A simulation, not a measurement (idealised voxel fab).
process module | voxel capacitor over wiring
cross-section cut | 245 nm wide | cells 5 nm
A cross-section is a grid of square cells, given in bands from the top down. A band is one or more rows of cells.
Each band's line starts with the height of the band's top and of its bottom, in nm. Then come its materials from left to right, each with its width in nm. One material with "throughout" fills the band from edge to edge. "air" is empty space.
Height 0 is the level under which the wafer as received is all one material. The lowest band goes on downwards, as in "0 down".
A width such as "30 to 40" changes by the same amount from each row of cells to the next, from the band's top row to its bottom row.
"no change" after a step means that no cell of the cross-section changed.
closed voids: empty space of 8 cells or more with no open way to the top, each as width x height at its distance from the left edge, in nm
after a step's settings: what the simulator itself notes on the step
overlay nm, on a step with a mask: how far to the right of its planned place the mask lay; to the left if negative
plan
1 op RECEIVE | material Si
2 op CONFORMAL_DEP | material SiO2 | thk nm 15
3 op DIRECTIONAL_DEP | material TiN | thk nm 5
4 op DIRECTIONAL_DEP | material W | thk nm 15
5 op MASKED_ETCH | tone cover | mask id METAL_1 | width nm 20 | pitch nm 85 | etch materials W | depth nm 15 | overlay nm 0
6 op MASKED_ETCH | tone cover | mask id METAL_1 | width nm 20 | pitch nm 85 | etch materials TiN | depth nm 5 | overlay nm 0
7 op CONFORMAL_DEP | material SiN | thk nm 5
8 op FILL_DEP | material lowk | thk nm 10
9 op CMP | height nm 35
10 op CONFORMAL_DEP | material SiCN | thk nm 5
11 op DIRECTIONAL_DEP | material lowk | thk nm 20
12 op MASKED_ETCH | tone open | mask id PLUG_1 | width nm 15 | etch materials lowk | depth nm 20 | overlay nm 0
13 op MASKED_ETCH | tone open | mask id PLUG_1 | width nm 15 | etch materials SiCN | depth nm 5 | overlay nm 0
14 op EPI | material Ru | thk nm 10
15 op EPI | material Ru | thk nm 10
16 op EPI | material Ru | thk nm 5
17 op DIRECTIONAL_DEP | material TiN | thk nm 5
18 op DIRECTIONAL_DEP | material Al2O3 | thk nm 5
19 op DIRECTIONAL_DEP | material TiN | thk nm 5
20 op PATTERN | tone cover | mask id UPPER_PLATE | material resist | width nm 70 | thk nm 15 | overlay nm 0
21 op DIRECTIONAL_ETCH | etch materials TiN | depth nm 5
22 op DIRECTIONAL_ETCH | etch materials Al2O3 | depth nm 5
23 op STRIP | etch materials resist
24 op PATTERN | tone cover | mask id LOWER_PLATE | material resist | width nm 80 | thk nm 20 | overlay nm -15
25 op DIRECTIONAL_ETCH | etch materials TiN | depth nm 5
26 op STRIP | etch materials resist
27 op FILL_DEP | material SiO2 | thk nm 20
28 op CMP | height nm 90
29 op MASKED_ETCH | tone open | mask id PLUG_2 | width nm 15 | etch materials SiO2 | depth nm 15 | overlay nm 0
30 op CONFORMAL_DEP | material TiN | thk nm 5
31 op FILL_DEP | material Ru | thk nm 10
32 op CMP | height nm 90
33 op CONFORMAL_DEP | material SiN | thk nm 5
varied across the wafers: overlay nm of step 24. The plan shows the first wafer's value. All wafers start alike
first wafer as received, after step 1
  0 down: Si throughout
  closed voids: none
first wafer at the end, after step 33
  95 to 90: SiN throughout
  90 to 80: SiO2 85 | TiN 5 | Ru 5 | TiN 5 | SiO2 145
  80 to 70: SiO2 85 to 75 | TiN 15 to 60 | SiO2 145 to 110
  70 to 65: SiO2 75 | Al2O3 70 | SiO2 100
  65 to 60: SiO2 55 | TiN 90 | SiO2 100
  60 to 40: lowk 75 | Ru 15 | lowk 155
  40 to 35: SiCN 75 | Ru 15 | SiCN 155
  35 to 20: lowk 65 | SiN 5 | W 20 | SiN 5 | lowk 55 | SiN 5 | W 20 | SiN 5 | lowk 65
  20 to 15: SiN 70 | TiN 20 | SiN 65 | TiN 20 | SiN 70
  15 to 0: SiO2 throughout
  0 down: Si throughout
  closed voids: none
last wafer at the end
  95 to 90: SiN throughout
  90 to 80: SiO2 85 | TiN 5 | Ru 5 | TiN 5 | SiO2 145
  80 to 70: SiO2 85 | TiN 15 to 60 | SiO2 145 to 100
  70 to 65: SiO2 75 | Al2O3 70 | SiO2 100
  65 to 60: SiO2 75 | TiN 90 | SiO2 80
  60 to 40: lowk 75 | Ru 15 | lowk 155
  40 to 35: SiCN 75 | Ru 15 | SiCN 155
  35 to 20: lowk 65 | SiN 5 | W 20 | SiN 5 | lowk 55 | SiN 5 | W 20 | SiN 5 | lowk 65
  20 to 15: SiN 70 | TiN 20 | SiN 65 | TiN 20 | SiN 70
  15 to 0: SiO2 throughout
  0 down: Si throughout
  closed voids: none
each wafer at the end: cells of each material gained (+) or lost (-) since it was received, then its closed voids
overlay nm -15 | +14 Al2O3 | +17 Ru | +46 SiCN | +102 SiN | +388 SiO2 | +45 TiN | +24 W | +295 lowk | closed voids: none
overlay nm -10 | +14 Al2O3 | +17 Ru | +46 SiCN | +102 SiN | +388 SiO2 | +45 TiN | +24 W | +295 lowk | closed voids: none
overlay nm -5 | +14 Al2O3 | +17 Ru | +46 SiCN | +102 SiN | +388 SiO2 | +45 TiN | +24 W | +295 lowk | closed voids: none
overlay nm 0 | +14 Al2O3 | +17 Ru | +46 SiCN | +102 SiN | +388 SiO2 | +45 TiN | +24 W | +295 lowk | closed voids: none
overlay nm 5 | +14 Al2O3 | +17 Ru | +46 SiCN | +102 SiN | +388 SiO2 | +45 TiN | +24 W | +295 lowk | closed voids: none
overlay nm 10 | +14 Al2O3 | +17 Ru | +46 SiCN | +102 SiN | +388 SiO2 | +45 TiN | +24 W | +295 lowk | closed voids: none
overlay nm 15 | +14 Al2O3 | +17 Ru | +46 SiCN | +102 SiN | +388 SiO2 | +45 TiN | +24 W | +295 lowk | closed voids: none
